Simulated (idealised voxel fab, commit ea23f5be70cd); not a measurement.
Presented below is a process module, voxel transistor to metal.
Shown is cross-section cut, with a width of 160 nm and square cells of size 5 nm.
How to read a cross-section here: the picture is a grid of square cells, written as bands going from the top down, and any band can span one or more rows of cells. Top height, bottom height, nm. Materials left to right, width each, nm. Single material + "throughout" = fills band edge to edge. "empty" = empty. A quick word on heights: they are counted from 0, and under that level the wafer as it came to us is one material throughout. The lowest band is different from the rest in having no bottom; it simply continues downward, written as in "from 0 down". Per-row width for "30->40": begins at first number (top row of band), ends at second number (bottom row), increment between rows held constant. A step reported as "identical to before" is a step in which no cell of the cross-section changed. In the "Closed internal cavities" entry, you get each enclosed empty space of 8 cells or more, one with no open way to the top, written width x height at distance, distance from the left edge, in nm. Heads up: the bit after the settings on a step's line is the simulator's remark on that step. "overlay nm" on a masked step: distance the mask lay right of its planned place, negative for left.
### This section lists the process steps that were planned
| 1 | RECEIVE,material Si |
| 2 | CONFORMAL_DEP,material SiO2,thk nm 5 |
| 3 | CONFORMAL_DEP,material SiN,thk nm 15 |
| 4 | MASKED_ETCH,tone cover,mask id ACTIVE,width nm 125,etch materials SiN,depth nm 15,overlay nm 0 |
| 5 | MASKED_ETCH,tone cover,mask id ACTIVE,width nm 125,etch materials SiO2,depth nm 5,overlay nm 0 |
| 6 | MASKED_ETCH,tone cover,mask id ACTIVE,width nm 125,etch materials Si,depth nm 25,overlay nm 0 |
| 7 | FILL_DEP,material SiO2,thk nm 15 |
| 8 | CMP,height nm 20 |
| 9 | SELECTIVE_ETCH,etch materials SiO2,depth nm 15 |
| 10 | STRIP,etch materials SiN |
| 11 | SELECTIVE_ETCH,etch materials SiO2,depth nm 5 |
| 12 | OXIDIZE,depth nm 5 |
| 13 | DIRECTIONAL_DEP,material polySi,thk nm 30 |
| 14 | DIRECTIONAL_DEP,material SiCN,thk nm 10 |
| 15 | DIRECTIONAL_DEP,material aC,thk nm 10 |
| 16 | PATTERN,tone cover,mask id GATE,material resist,width nm 25,thk nm 25,overlay nm 0 |
| 17 | DIRECTIONAL_ETCH,etch materials aC,depth nm 10 |
| 18 | STRIP,etch materials resist |
| 19 | DIRECTIONAL_ETCH,etch materials SiCN,depth nm 20 |
| 20 | DIRECTIONAL_ETCH,etch materials polySi,depth nm 40 |
| 21 | STRIP,etch materials aC |
| 22 | CONFORMAL_DEP,material SiO2,thk nm 5 |
| 23 | DIRECTIONAL_ETCH,etch materials SiO2,depth nm 5 |
| 24 | CONFORMAL_DEP,material SiN,thk nm 10 |
| 25 | DIRECTIONAL_ETCH,etch materials SiN,depth nm 10 |
| 26 | DIRECTIONAL_ETCH,etch materials SiO2,depth nm 5 |
| 27 | EPI,material pSi,thk nm 5 |
| 28 | FILL_DEP,material SiO2,thk nm 10 |
| 29 | CMP,height nm 30 |
| 30 | STRIP,etch materials polySi |
| 31 | SELECTIVE_ETCH,etch materials SiO2,depth nm 5 |
| 32 | CONFORMAL_DEP,material HfO2,thk nm 5 |
| 33 | CONFORMAL_DEP,material TiN,thk nm 5 |
| 34 | FILL_DEP,material W,thk nm 5 |
| 35 | CMP,height nm 25 |
| 36 | DIRECTIONAL_DEP,material SiO2,thk nm 10 |
| 37 | PATTERN,tone open,mask id CONTACT,material resist,width nm 20,pitch nm 85,thk nm 20,overlay nm 0 |
| 38 | DIRECTIONAL_ETCH,etch materials SiO2,depth nm 35 |
| 39 | STRIP,etch materials resist |
| 40 | CONFORMAL_DEP,material TiN,thk nm 5 |
| 41 | FILL_DEP,material Ru,thk nm 5 |
| 42 | CMP,height nm 35 |
| 43 | DIRECTIONAL_DEP,material TiN,thk nm 5 |
| 44 | DIRECTIONAL_DEP,material W,thk nm 25 |
| 45 | MASKED_ETCH,tone cover,mask id METAL_1,width nm 20,pitch nm 85,etch materials W,depth nm 25,overlay nm 0 |
| 46 | MASKED_ETCH,tone cover,mask id METAL_1,width nm 20,pitch nm 85,etch materials TiN,depth nm 5,overlay nm 0 |
| 47 | CONFORMAL_DEP,material SiCN,thk nm 5 |
| 48 | FILL_DEP,material lowk,thk nm 10 |
| 49 | CMP,height nm 65 |
| 50 | CONFORMAL_DEP,material SiCN,thk nm 5 |
| 51 | DIRECTIONAL_DEP,material SiO2,thk nm 25 |
| 52 | MASKED_ETCH,tone open,mask id METAL_2,width nm 20,pitch nm 85,etch materials SiO2,depth nm 15,overlay nm 0 |
| 53 | DIRECTIONAL_DEP,material aC,thk nm 15 |
| 54 | PATTERN,tone open,mask id METAL_2_HOLES,material resist,width nm 15,pitch nm 85,thk nm 30,overlay nm 0 |
| 55 | DIRECTIONAL_ETCH,etch materials aC,depth nm 15 |
| 56 | STRIP,etch materials resist |
| 57 | DIRECTIONAL_ETCH,etch materials SiO2,depth nm 10 |
| 58 | DIRECTIONAL_ETCH,etch materials SiCN,depth nm 5 |
| 59 | STRIP,etch materials aC |
| 60 | CONFORMAL_DEP,material TiN,thk nm 5 |
| 61 | FILL_DEP,material Cu,thk nm 5 |
| 62 | CMP,height nm 95 |
| 63 | CONFORMAL_DEP,material SiCN,thk nm 5 |
### The following pertains to the first of two wafers, which was processed as planned
### Incoming wafer, cross-sectional view, post step 1
> from 0 down = Si throughout
> Closed internal cavities: none
### After step 2, in cross-section
> from 5 to 0 = SiO2 throughout
> Nothing below the height 0 has changed.
### After step 3, in cross-section
> from 20 to 5 = SiN throughout
> Nothing below the height 5 has changed.
### After step 4, in cross-section
> from 20 to 5 = empty=15, SiN=125, empty=20
> Nothing below the height 5 has changed.
### After step 5, in cross-section
> from 20 to 5 = empty=15, SiN=125, empty=20
> from 5 to 0 = empty=15, SiO2=125, empty=20
> Nothing below the height 0 has changed.
### After step 6, in cross-section
> from 20 to 5 = empty=15, SiN=125, empty=20
> from 5 to 0 = empty=15, SiO2=125, empty=20
> from 0 to -25 = empty=15, Si=125, empty=20
> Nothing below the height -25 has changed.
### After step 7, in cross-section
> from 35 to 20 = SiO2 throughout
> from 20 to 5 = SiO2=15, SiN=125, SiO2=20
> from 5 to 0 = SiO2 throughout
> from 0 to -25 = SiO2=15, Si=125, SiO2=20
> Nothing below the height -25 has changed.
### After step 8, in cross-section
> from 20 to 5 = SiO2=15, SiN=125, SiO2=20
> Nothing below the height 5 has changed.
### After step 9, in cross-section
> from 20 to 5 = empty=15, SiN=125, empty=20
> Nothing below the height 5 has changed.
### After step 10, in cross-section
> from 5 to 0 = SiO2 throughout
> Nothing below the height 0 has changed.
### After step 11, in cross-section
> from 0 to -25 = SiO2=15, Si=125, SiO2=20
> Nothing below the height -25 has changed.
### After step 12, in cross-section
> from 0 to -5 = SiO2 throughout
> Nothing below the height -5 has changed.
### After step 13, in cross-section
> from 30 to 0 = polySi throughout
> Nothing below the height 0 has changed.
### After step 14, in cross-section
> from 40 to 30 = SiCN throughout
> Nothing below the height 30 has changed.
### After step 15, in cross-section
> from 50 to 40 = aC throughout
> Nothing below the height 40 has changed.
### After step 16, in cross-section
> from 75 to 50 = empty=65, resist=25, empty=70
> Nothing below the height 50 has changed.
### After step 17, in cross-section
> from 65 to 50 = empty=65, resist=25, empty=70
> from 50 to 40 = empty=65, aC=25, empty=70
> Nothing below the height 40 has changed.
### After step 18, in cross-section
> from 50 to 40 = empty=65, aC=25, empty=70
> Nothing below the height 40 has changed.
### After step 19, in cross-section
> from 50 to 40 = empty=65, aC=25, empty=70
> from 40 to 30 = empty=65, SiCN=25, empty=70
> Nothing below the height 30 has changed.
### After step 20, in cross-section
> from 50 to 40 = empty=65, aC=25, empty=70
> from 40 to 30 = empty=65, SiCN=25, empty=70
> from 30 to 0 = empty=65, polySi=25, empty=70
> Nothing below the height 0 has changed.
### After step 21, in cross-section
> from 40 to 30 = empty=65, SiCN=25, empty=70
> Nothing below the height 30 has changed.
### After step 22, in cross-section
> from 45 to 40 = empty=60, SiO2=35, empty=65
> from 40 to 30 = empty=60, SiO2=5, SiCN=25, SiO2=5, empty=65
> from 30 to 5 = empty=60, SiO2=5, polySi=25, SiO2=5, empty=65
> from 5 to 0 = SiO2=65, polySi=25, SiO2=70
> Nothing below the height 0 has changed.
### After step 23, in cross-section
> from 40 to 30 = empty=60, SiO2=5, SiCN=25, SiO2=5, empty=65
> from 30 to 0 = empty=60, SiO2=5, polySi=25, SiO2=5, empty=65
> Nothing below the height 0 has changed.
### After step 24, in cross-section
> from 50 to 40 = empty=50, SiN=55, empty=55
> from 40 to 30 = empty=50, SiN=10, SiO2=5, SiCN=25, SiO2=5, SiN=10, empty=55
> from 30 to 10 = empty=50, SiN=10, SiO2=5, polySi=25, SiO2=5, SiN=10, empty=55
> from 10 to 0 = SiN=60, SiO2=5, polySi=25, SiO2=5, SiN=65
> Nothing below the height 0 has changed.
### After step 25, in cross-section
> from 40 to 30 = empty=50, SiN=10, SiO2=5, SiCN=25, SiO2=5, SiN=10, empty=55
> from 30 to 0 = empty=50, SiN=10, SiO2=5, polySi=25, SiO2=5, SiN=10, empty=55
> Nothing below the height 0 has changed.
### After step 26, in cross-section
> from 40 to 35 = empty=50, SiN=10, empty=5, SiCN=25, empty=5, SiN=10, empty=55
> from 35 to 30 = empty=50, SiN=10, SiO2=5, SiCN=25, SiO2=5, SiN=10, empty=55
> from 30 to 0 = empty=50, SiN=10, SiO2=5, polySi=25, SiO2=5, SiN=10, empty=55
> from 0 to -5 = empty=50, SiO2=55, empty=55
> Nothing below the height -5 has changed.
### After step 27, in cross-section
> from 40 to 35 = empty=50, SiN=10, empty=5, SiCN=25, empty=5, SiN=10, empty=55
> from 35 to 30 = empty=50, SiN=10, SiO2=5, SiCN=25, SiO2=5, SiN=10, empty=55
> from 30 to 0 = empty=50, SiN=10, SiO2=5, polySi=25, SiO2=5, SiN=10, empty=55
> from 0 to -5 = empty=10, pSi=40, SiO2=55, pSi=40, empty=15
> Nothing below the height -5 has changed.
### After step 28, in cross-section
> from 50 to 40 = SiO2 throughout
> from 40 to 30 = SiO2=50, SiN=10, SiO2=5, SiCN=25, SiO2=5, SiN=10, SiO2=55
> from 30 to 0 = SiO2=50, SiN=10, SiO2=5, polySi=25, SiO2=5, SiN=10, SiO2=55
> from 0 to -5 = SiO2=10, pSi=40, SiO2=55, pSi=40, SiO2=15
> Nothing below the height -5 has changed.
### After step 29, in cross-section
> from 30 to 0 = SiO2=50, SiN=10, SiO2=5, polySi=25, SiO2=5, SiN=10, SiO2=55
> Nothing below the height 0 has changed.
### After step 30, in cross-section
> from 30 to 0 = SiO2=50, SiN=10, SiO2=5, empty=25, SiO2=5, SiN=10, SiO2=55
> Nothing below the height 0 has changed.
### After step 31, in cross-section
> from 30 to 25 = empty=50, SiN=10, empty=35, SiN=10, empty=55
> from 25 to 0 = SiO2=50, SiN=10, empty=35, SiN=10, SiO2=55
> from 0 to -5 = SiO2=10, pSi=40, SiO2=10, empty=35, SiO2=10, pSi=40, SiO2=15
> Nothing below the height -5 has changed.
### After step 32, in cross-section
> from 35 to 30 = empty=45, HfO2=20, empty=25, HfO2=20, empty=50
> from 30 to 25 = HfO2=50, SiN=10, HfO2=5, empty=25, HfO2=5, SiN=10, HfO2=55
> from 25 to 0 = SiO2=50, SiN=10, HfO2=5, empty=25, HfO2=5, SiN=10, SiO2=55
> from 0 to -5 = SiO2=10, pSi=40, SiO2=10, HfO2=35, SiO2=10, pSi=40, SiO2=15
> Nothing below the height -5 has changed.
### After step 33, in cross-section
> from 40 to 35 = empty=40, TiN=30, empty=15, TiN=30, empty=45
> from 35 to 30 = TiN=45, HfO2=20, TiN=5, empty=15, TiN=5, HfO2=20, TiN=50
> from 30 to 25 = HfO2=50, SiN=10, HfO2=5, TiN=5, empty=15, TiN=5, HfO2=5, SiN=10, HfO2=55
> from 25 to 5 = SiO2=50, SiN=10, HfO2=5, TiN=5, empty=15, TiN=5, HfO2=5, SiN=10, SiO2=55
> from 5 to 0 = SiO2=50, SiN=10, HfO2=5, TiN=25, HfO2=5, SiN=10, SiO2=55
> Nothing below the height 0 has changed.
### After step 34, in cross-section
> from 45 to 40 = W throughout
> from 40 to 35 = W=40, TiN=30, W=15, TiN=30, W=45
> from 35 to 30 = TiN=45, HfO2=20, TiN=5, W=15, TiN=5, HfO2=20, TiN=50
> from 30 to 25 = HfO2=50, SiN=10, HfO2=5, TiN=5, W=15, TiN=5, HfO2=5, SiN=10, HfO2=55
> from 25 to 5 = SiO2=50, SiN=10, HfO2=5, TiN=5, W=15, TiN=5, HfO2=5, SiN=10, SiO2=55
> Nothing below the height 5 has changed.
### After step 35, in cross-section
> from 25 to 5 = SiO2=50, SiN=10, HfO2=5, TiN=5, W=15, TiN=5, HfO2=5, SiN=10, SiO2=55
> Nothing below the height 5 has changed.
### After step 36, in cross-section
> from 35 to 25 = SiO2 throughout
> Nothing below the height 25 has changed.
### After step 37, in cross-section
> from 55 to 35 = resist=25, empty=20, resist=65, empty=20, resist=30
> Nothing below the height 35 has changed.
### After step 38, in cross-section
> from 55 to 35 = resist=25, empty=20, resist=65, empty=20, resist=30
> from 35 to 25 = SiO2=25, empty=20, SiO2=65, empty=20, SiO2=30
> from 25 to 5 = SiO2=25, empty=20, SiO2=5, SiN=10, HfO2=5, TiN=5, W=15, TiN=5, HfO2=5, SiN=10, SiO2=5, empty=20, SiO2=30
> from 5 to 0 = SiO2=25, empty=20, SiO2=5, SiN=10, HfO2=5, TiN=25, HfO2=5, SiN=10, SiO2=5, empty=20, SiO2=30
> Nothing below the height 0 has changed.
### After step 39, in cross-section
> from 35 to 25 = SiO2=25, empty=20, SiO2=65, empty=20, SiO2=30
> Nothing below the height 25 has changed.
### After step 40, in cross-section
> from 40 to 35 = TiN=30, empty=10, TiN=75, empty=10, TiN=35
> from 35 to 25 = SiO2=25, TiN=5, empty=10, TiN=5, SiO2=65, TiN=5, empty=10, TiN=5, SiO2=30
> from 25 to 5 = SiO2=25, TiN=5, empty=10, TiN=5, SiO2=5, SiN=10, HfO2=5, TiN=5, W=15, TiN=5, HfO2=5, SiN=10, SiO2=5, TiN=5, empty=10, TiN=5, SiO2=30
> from 5 to 0 = SiO2=25, TiN=20, SiO2=5, SiN=10, HfO2=5, TiN=25, HfO2=5, SiN=10, SiO2=5, TiN=20, SiO2=30
> Nothing below the height 0 has changed.
### After step 41, in cross-section
> from 45 to 40 = Ru throughout
> from 40 to 35 = TiN=30, Ru=10, TiN=75, Ru=10, TiN=35
> from 35 to 25 = SiO2=25, TiN=5, Ru=10, TiN=5, SiO2=65, TiN=5, Ru=10, TiN=5, SiO2=30
> from 25 to 5 = SiO2=25, TiN=5, Ru=10, TiN=5, SiO2=5, SiN=10, HfO2=5, TiN=5, W=15, TiN=5, HfO2=5, SiN=10, SiO2=5, TiN=5, Ru=10, TiN=5, SiO2=30
> Nothing below the height 5 has changed.
### After step 42, in cross-section
> from 35 to 25 = SiO2=25, TiN=5, Ru=10, TiN=5, SiO2=65, TiN=5, Ru=10, TiN=5, SiO2=30
> Nothing below the height 25 has changed.
### After step 43, in cross-section
> from 40 to 35 = TiN throughout
> Nothing below the height 35 has changed.
### After step 44, in cross-section
> from 65 to 40 = W throughout
> Nothing below the height 40 has changed.
### After step 45, in cross-section
> from 65 to 40 = empty=25, W=20, empty=65, W=20, empty=30
> Nothing below the height 40 has changed.
### After step 46, in cross-section
> from 65 to 40 = empty=25, W=20, empty=65, W=20, empty=30
> from 40 to 35 = empty=25, TiN=20, empty=65, TiN=20, empty=30
> Nothing below the height 35 has changed.
### After step 47, in cross-section
> from 70 to 65 = empty=20, SiCN=30, empty=55, SiCN=30, empty=25
> from 65 to 40 = empty=20, SiCN=5, W=20, SiCN=5, empty=55, SiCN=5, W=20, SiCN=5, empty=25
> from 40 to 35 = SiCN=25, TiN=20, SiCN=65, TiN=20, SiCN=30
> Nothing below the height 35 has changed.
### After step 48, in cross-section
> from 80 to 70 = lowk throughout
> from 70 to 65 = lowk=20, SiCN=30, lowk=55, SiCN=30, lowk=25
> from 65 to 40 = lowk=20, SiCN=5, W=20, SiCN=5, lowk=55, SiCN=5, W=20, SiCN=5, lowk=25
> Nothing below the height 40 has changed.
### After step 49, in cross-section
> from 65 to 40 = lowk=20, SiCN=5, W=20, SiCN=5, lowk=55, SiCN=5, W=20, SiCN=5, lowk=25
> Nothing below the height 40 has changed.
### After step 50, in cross-section
> from 70 to 65 = SiCN throughout
> Nothing below the height 65 has changed.
### After step 51, in cross-section
> from 95 to 70 = SiO2 throughout
> Nothing below the height 70 has changed.
### After step 52, in cross-section
> from 95 to 80 = SiO2=25, empty=20, SiO2=65, empty=20, SiO2=30
> Nothing below the height 80 has changed.
### After step 53, in cross-section
> from 110 to 95 = aC=25, empty=20, aC=65, empty=20, aC=30
> from 95 to 80 = SiO2=25, aC=20, SiO2=65, aC=20, SiO2=30
> Nothing below the height 80 has changed.
### After step 54, in cross-section
> from 140 to 110 = resist=25, empty=15, resist=70, empty=15, resist=35
> from 110 to 95 = aC=25, empty=15, resist=5, aC=65, empty=15, resist=5, aC=30
> Nothing below the height 95 has changed.
### After step 55, in cross-section
> from 125 to 110 = resist=25, empty=15, resist=70, empty=15, resist=35
> from 110 to 95 = aC=25, empty=15, resist=5, aC=65, empty=15, resist=5, aC=30
> from 95 to 80 = SiO2=25, empty=15, aC=5, SiO2=65, empty=15, aC=5, SiO2=30
> Nothing below the height 80 has changed.
### After step 56, in cross-section
> from 110 to 95 = aC=25, empty=20, aC=65, empty=20, aC=30
> Nothing below the height 95 has changed.
### After step 57, in cross-section
> from 110 to 95 = aC=25, empty=20, aC=65, empty=20, aC=30
> from 95 to 80 = SiO2=25, empty=15, aC=5, SiO2=65, empty=15, aC=5, SiO2=30
> from 80 to 70 = SiO2=25, empty=15, SiO2=70, empty=15, SiO2=35
> Nothing below the height 70 has changed.
### After step 58, in cross-section
> from 110 to 95 = aC=25, empty=20, aC=65, empty=20, aC=30
> from 95 to 80 = SiO2=25, empty=15, aC=5, SiO2=65, empty=15, aC=5, SiO2=30
> from 80 to 70 = SiO2=25, empty=15, SiO2=70, empty=15, SiO2=35
> from 70 to 65 = SiCN=25, empty=15, SiCN=70, empty=15, SiCN=35
> Nothing below the height 65 has changed.
### After step 59, in cross-section
> from 95 to 80 = SiO2=25, empty=20, SiO2=65, empty=20, SiO2=30
> Nothing below the height 80 has changed.
### After step 60, in cross-section
> from 100 to 95 = TiN=30, empty=10, TiN=75, empty=10, TiN=35
> from 95 to 85 = SiO2=25, TiN=5, empty=10, TiN=5, SiO2=65, TiN=5, empty=10, TiN=5, SiO2=30
> from 85 to 80 = SiO2=25, TiN=5, empty=5, TiN=10, SiO2=65, TiN=5, empty=5, TiN=10, SiO2=30
> from 80 to 70 = SiO2=25, TiN=5, empty=5, TiN=5, SiO2=70, TiN=5, empty=5, TiN=5, SiO2=35
> from 70 to 65 = SiCN=25, TiN=15, SiCN=70, TiN=15, SiCN=35
> Nothing below the height 65 has changed.
### After step 61, in cross-section
> from 105 to 100 = Cu throughout
> from 100 to 95 = TiN=30, Cu=10, TiN=75, Cu=10, TiN=35
> from 95 to 85 = SiO2=25, TiN=5, Cu=10, TiN=5, SiO2=65, TiN=5, Cu=10, TiN=5, SiO2=30
> from 85 to 80 = SiO2=25, TiN=5, Cu=5, TiN=10, SiO2=65, TiN=5, Cu=5, TiN=10, SiO2=30
> from 80 to 70 = SiO2=25, TiN=5, Cu=5, TiN=5, SiO2=70, TiN=5, Cu=5, TiN=5, SiO2=35
> Nothing below the height 70 has changed.
### After step 62, in cross-section
> from 95 to 85 = SiO2=25, TiN=5, Cu=10, TiN=5, SiO2=65, TiN=5, Cu=10, TiN=5, SiO2=30
> Nothing below the height 85 has changed.
### After step 63, in cross-section
> from 100 to 95 = SiCN throughout
> Nothing below the height 95 has changed.
### Second wafer. Start and plan as for the first. One mistake made in running. Agrees with the first up to and including step 31
Second wafer, section view, time point: scheduled end of step 32: identical to before
### Second wafer, section view, time point: scheduled end of step 33
> from 35 to 30 = empty=45, TiN=20, empty=25, TiN=20, empty=50
> from 30 to 25 = TiN=50, SiN=10, TiN=5, empty=25, TiN=5, SiN=10, TiN=55
> from 25 to 0 = SiO2=50, SiN=10, TiN=5, empty=25, TiN=5, SiN=10, SiO2=55
> from 0 to -5 = SiO2=10, pSi=40, SiO2=10, TiN=35, SiO2=10, pSi=40, SiO2=15
> Nothing below the height -5 has changed.
### Second wafer, section view, time point: scheduled end of step 34
> from 40 to 35 = W throughout
> from 35 to 30 = W=45, TiN=20, W=25, TiN=20, W=50
> from 30 to 25 = TiN=50, SiN=10, TiN=5, W=25, TiN=5, SiN=10, TiN=55
> from 25 to 0 = SiO2=50, SiN=10, TiN=5, W=25, TiN=5, SiN=10, SiO2=55
> Nothing below the height 0 has changed.
### Second wafer, section view, time point: scheduled end of step 35
> from 25 to 0 = SiO2=50, SiN=10, TiN=5, W=25, TiN=5, SiN=10, SiO2=55
> Nothing below the height 0 has changed.
### Second wafer, section view, time point: scheduled end of step 36
> from 35 to 25 = SiO2 throughout
> Nothing below the height 25 has changed.
### Second wafer, section view, time point: scheduled end of step 37
> from 55 to 35 = resist=25, empty=20, resist=65, empty=20, resist=30
> Nothing below the height 35 has changed.
### Second wafer, section view, time point: scheduled end of step 38
> from 55 to 35 = resist=25, empty=20, resist=65, empty=20, resist=30
> from 35 to 25 = SiO2=25, empty=20, SiO2=65, empty=20, SiO2=30
> from 25 to 0 = SiO2=25, empty=20, SiO2=5, SiN=10, TiN=5, W=25, TiN=5, SiN=10, SiO2=5, empty=20, SiO2=30
> Nothing below the height 0 has changed.
### Second wafer, section view, time point: scheduled end of step 39
> from 35 to 25 = SiO2=25, empty=20, SiO2=65, empty=20, SiO2=30
> Nothing below the height 25 has changed.
### Second wafer, section view, time point: scheduled end of step 40
> from 40 to 35 = TiN=30, empty=10, TiN=75, empty=10, TiN=35
> from 35 to 25 = SiO2=25, TiN=5, empty=10, TiN=5, SiO2=65, TiN=5, empty=10, TiN=5, SiO2=30
> from 25 to 5 = SiO2=25, TiN=5, empty=10, TiN=5, SiO2=5, SiN=10, TiN=5, W=25, TiN=5, SiN=10, SiO2=5, TiN=5, empty=10, TiN=5, SiO2=30
> from 5 to 0 = SiO2=25, TiN=20, SiO2=5, SiN=10, TiN=5, W=25, TiN=5, SiN=10, SiO2=5, TiN=20, SiO2=30
> Nothing below the height 0 has changed.
### Second wafer, section view, time point: scheduled end of step 41
> from 45 to 40 = Ru throughout
> from 40 to 35 = TiN=30, Ru=10, TiN=75, Ru=10, TiN=35
> from 35 to 25 = SiO2=25, TiN=5, Ru=10, TiN=5, SiO2=65, TiN=5, Ru=10, TiN=5, SiO2=30
> from 25 to 5 = SiO2=25, TiN=5, Ru=10, TiN=5, SiO2=5, SiN=10, TiN=5, W=25, TiN=5, SiN=10, SiO2=5, TiN=5, Ru=10, TiN=5, SiO2=30
> Nothing below the height 5 has changed.
### Second wafer, section view, time point: scheduled end of step 42
> from 35 to 25 = SiO2=25, TiN=5, Ru=10, TiN=5, SiO2=65, TiN=5, Ru=10, TiN=5, SiO2=30
> Nothing below the height 25 has changed.
### Second wafer, section view, time point: scheduled end of step 43
> from 40 to 35 = TiN throughout
> Nothing below the height 35 has changed.
### Second wafer, section view, time point: scheduled end of step 44
> from 65 to 40 = W throughout
> Nothing below the height 40 has changed.
### Second wafer, section view, time point: scheduled end of step 45
> from 65 to 40 = empty=25, W=20, empty=65, W=20, empty=30
> Nothing below the height 40 has changed.
### Second wafer, section view, time point: scheduled end of step 46
> from 65 to 40 = empty=25, W=20, empty=65, W=20, empty=30
> from 40 to 35 = empty=25, TiN=20, empty=65, TiN=20, empty=30
> Nothing below the height 35 has changed.
### Second wafer, section view, time point: scheduled end of step 47
> from 70 to 65 = empty=20, SiCN=30, empty=55, SiCN=30, empty=25
> from 65 to 40 = empty=20, SiCN=5, W=20, SiCN=5, empty=55, SiCN=5, W=20, SiCN=5, empty=25
> from 40 to 35 = SiCN=25, TiN=20, SiCN=65, TiN=20, SiCN=30
> Nothing below the height 35 has changed.
### Second wafer, section view, time point: scheduled end of step 48
> from 80 to 70 = lowk throughout
> from 70 to 65 = lowk=20, SiCN=30, lowk=55, SiCN=30, lowk=25
> from 65 to 40 = lowk=20, SiCN=5, W=20, SiCN=5, lowk=55, SiCN=5, W=20, SiCN=5, lowk=25
> Nothing below the height 40 has changed.
### Second wafer, section view, time point: scheduled end of step 49
> from 65 to 40 = lowk=20, SiCN=5, W=20, SiCN=5, lowk=55, SiCN=5, W=20, SiCN=5, lowk=25
> Nothing below the height 40 has changed.
### Second wafer, section view, time point: scheduled end of step 50
> from 70 to 65 = SiCN throughout
> Nothing below the height 65 has changed.
### Second wafer, section view, time point: scheduled end of step 51
> from 95 to 70 = SiO2 throughout
> Nothing below the height 70 has changed.
### Second wafer, section view, time point: scheduled end of step 52
> from 95 to 80 = SiO2=25, empty=20, SiO2=65, empty=20, SiO2=30
> Nothing below the height 80 has changed.
### Second wafer, section view, time point: scheduled end of step 53
> from 110 to 95 = aC=25, empty=20, aC=65, empty=20, aC=30
> from 95 to 80 = SiO2=25, aC=20, SiO2=65, aC=20, SiO2=30
> Nothing below the height 80 has changed.
### Second wafer, section view, time point: scheduled end of step 54
> from 140 to 110 = resist=25, empty=15, resist=70, empty=15, resist=35
> from 110 to 95 = aC=25, empty=15, resist=5, aC=65, empty=15, resist=5, aC=30
> Nothing below the height 95 has changed.
### Second wafer, section view, time point: scheduled end of step 55
> from 125 to 110 = resist=25, empty=15, resist=70, empty=15, resist=35
> from 110 to 95 = aC=25, empty=15, resist=5, aC=65, empty=15, resist=5, aC=30
> from 95 to 80 = SiO2=25, empty=15, aC=5, SiO2=65, empty=15, aC=5, SiO2=30
> Nothing below the height 80 has changed.
### Second wafer, section view, time point: scheduled end of step 56
> from 110 to 95 = aC=25, empty=20, aC=65, empty=20, aC=30
> Nothing below the height 95 has changed.
### Second wafer, section view, time point: scheduled end of step 57
> from 110 to 95 = aC=25, empty=20, aC=65, empty=20, aC=30
> from 95 to 80 = SiO2=25, empty=15, aC=5, SiO2=65, empty=15, aC=5, SiO2=30
> from 80 to 70 = SiO2=25, empty=15, SiO2=70, empty=15, SiO2=35
> Nothing below the height 70 has changed.
### Second wafer, section view, time point: scheduled end of step 58
> from 110 to 95 = aC=25, empty=20, aC=65, empty=20, aC=30
> from 95 to 80 = SiO2=25, empty=15, aC=5, SiO2=65, empty=15, aC=5, SiO2=30
> from 80 to 70 = SiO2=25, empty=15, SiO2=70, empty=15, SiO2=35
> from 70 to 65 = SiCN=25, empty=15, SiCN=70, empty=15, SiCN=35
> Nothing below the height 65 has changed.
### Second wafer, section view, time point: scheduled end of step 59
> from 95 to 80 = SiO2=25, empty=20, SiO2=65, empty=20, SiO2=30
> Nothing below the height 80 has changed.
### Second wafer, section view, time point: scheduled end of step 60
> from 100 to 95 = TiN=30, empty=10, TiN=75, empty=10, TiN=35
> from 95 to 85 = SiO2=25, TiN=5, empty=10, TiN=5, SiO2=65, TiN=5, empty=10, TiN=5, SiO2=30
> from 85 to 80 = SiO2=25, TiN=5, empty=5, TiN=10, SiO2=65, TiN=5, empty=5, TiN=10, SiO2=30
> from 80 to 70 = SiO2=25, TiN=5, empty=5, TiN=5, SiO2=70, TiN=5, empty=5, TiN=5, SiO2=35
> from 70 to 65 = SiCN=25, TiN=15, SiCN=70, TiN=15, SiCN=35
> Nothing below the height 65 has changed.
### Second wafer, section view, time point: scheduled end of step 61
> from 105 to 100 = Cu throughout
> from 100 to 95 = TiN=30, Cu=10, TiN=75, Cu=10, TiN=35
> from 95 to 85 = SiO2=25, TiN=5, Cu=10, TiN=5, SiO2=65, TiN=5, Cu=10, TiN=5, SiO2=30
> from 85 to 80 = SiO2=25, TiN=5, Cu=5, TiN=10, SiO2=65, TiN=5, Cu=5, TiN=10, SiO2=30
> from 80 to 70 = SiO2=25, TiN=5, Cu=5, TiN=5, SiO2=70, TiN=5, Cu=5, TiN=5, SiO2=35
> Nothing below the height 70 has changed.
### Second wafer, section view, time point: scheduled end of step 62
> from 95 to 85 = SiO2=25, TiN=5, Cu=10, TiN=5, SiO2=65, TiN=5, Cu=10, TiN=5, SiO2=30
> Nothing below the height 85 has changed.
### Second wafer, section view, time point: scheduled end of step 63
> from 100 to 95 = SiCN throughout
> Nothing below the height 95 has changed.
Misprocessing identified: not run: step 32 of the plan (skipped)
In the final state, the cell counts of the second wafer exceed or fall short of those of the first for the following materials: -17 HfO2, +4 TiN, +13 W
